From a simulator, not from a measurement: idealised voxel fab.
Process module name: voxel ribs on slabs
Xsec cut, 190 nm wide, square cell size 5 nm.
Notation: cross-section as square-cell grid; stated in bands, top first, going down; one or more cell rows per band.
For a band, the entry starts with two heights in nm, that of the top and then that of the bottom, and carries on with the band's materials in order from left to right, each alongside its width in nm; the word "throughout" beside a single material means it fills the band edge to edge, and "blank" means empty space.
Height is counted from the level 0, under which the received wafer is composed throughout of one material. The lowest of the bands is not closed at the bottom but continues downward, in the notation "0 nm and below".
Width spec "30 to 40" -> top row of cells at first value, bottom row at second value, equal per-row change in between.
When a step is marked "nothing altered", none of the cells in the cross-section changed during that step.
Look at "Closed void register" for the closed voids: empty spaces with no open path to the top, sized 8 cells or up. Each is width x height at distance, distance from the left edge, all nm.
Step line, after settings: the simulator's comment on this step.
When a step includes a mask, the "overlay nm" setting on its line states how far to the right of its planned place that mask lay, and negative values state how far to the left.
# Planned step list for the process
| 1 | RECEIVE, material Si |
| 2 | DIRECTIONAL_DEP, material SiO2, thk nm 20 |
| 3 | DIRECTIONAL_DEP, material SiN, thk nm 20 |
| 4 | DIRECTIONAL_DEP, material aC, thk nm 15 |
| 5 | PATTERN, tone cover, mask id RIB, material resist, width nm 20, thk nm 30, overlay nm 0 |
| 6 | DIRECTIONAL_ETCH, etch materials aC, depth nm 15 |
| 7 | STRIP, etch materials resist |
| 8 | DIRECTIONAL_ETCH, etch materials SiN, depth nm 10 |
| 9 | STRIP, etch materials aC |
| 10 | PATTERN, tone cover, mask id SLAB, material resist, width nm 60, thk nm 15, overlay nm 0 |
| 11 | DIRECTIONAL_ETCH, etch materials SiN, depth nm 10 |
| 12 | STRIP, etch materials resist |
| 13 | FILL_DEP, material SiO2, thk nm 30 |
| 14 | CMP, height nm 60 |
| 15 | DIRECTIONAL_DEP, material W, thk nm 5 |
| 16 | DIRECTIONAL_DEP, material aC, thk nm 15 |
| 17 | PATTERN, tone cover, mask id HEATER, material resist, width nm 30, thk nm 30, overlay nm 0 |
| 18 | DIRECTIONAL_ETCH, etch materials aC, depth nm 15 |
| 19 | STRIP, etch materials resist |
| 20 | DIRECTIONAL_ETCH, etch materials W, depth nm 5 |
| 21 | STRIP, etch materials aC |
| 22 | CONFORMAL_DEP, material SiN, thk nm 5 |
The width nm used in step 10 is not the same on every wafer, whereas the starting condition is; the value printed in the plan is the first wafer's.
# Cross-section of the first of several received wafers, showing its state after step 1
0 nm and below | Si throughout
Closed void register: none
# Post step 22, the closing step of the module: first of several wafers, cross-sectioned
70 nm to 65 nm | 75 blank, 40 SiN, 75 blank
65 nm to 60 nm | 80 SiN, 30 W, 80 SiN
60 nm to 40 nm | SiO2 throughout
40 nm to 30 nm | 85 SiO2, 20 SiN, 85 SiO2
30 nm to 20 nm | 65 SiO2, 60 SiN, 65 SiO2
20 nm to 0 nm | SiO2 throughout
0 nm and below | Si throughout
Closed void register: none
# So this is the cross-section on the last wafer at the end of the module
70 nm to 65 nm | 75 blank, 40 SiN, 75 blank
65 nm to 60 nm | 80 SiN, 30 W, 80 SiN
60 nm to 40 nm | SiO2 throughout
40 nm to 30 nm | 85 SiO2, 20 SiN, 85 SiO2
30 nm to 20 nm | 55 SiO2, 85 SiN, 50 SiO2
20 nm to 0 nm | SiO2 throughout
0 nm and below | Si throughout
Closed void register: none
# Where each wafer stands at the end of the module, a row apiece: cells of each material gained (+) or lost (-) since it was received, then closed voids
width nm 60, +72 SiN, +424 SiO2, +6 W, Closed void register: none
width nm 65, +74 SiN, +422 SiO2, +6 W, Closed void register: none
width nm 70, +76 SiN, +420 SiO2, +6 W, Closed void register: none
width nm 75, +78 SiN, +418 SiO2, +6 W, Closed void register: none
width nm 80, +80 SiN, +416 SiO2, +6 W, Closed void register: none
width nm 85, +82 SiN, +414 SiO2, +6 W, Closed void register: none
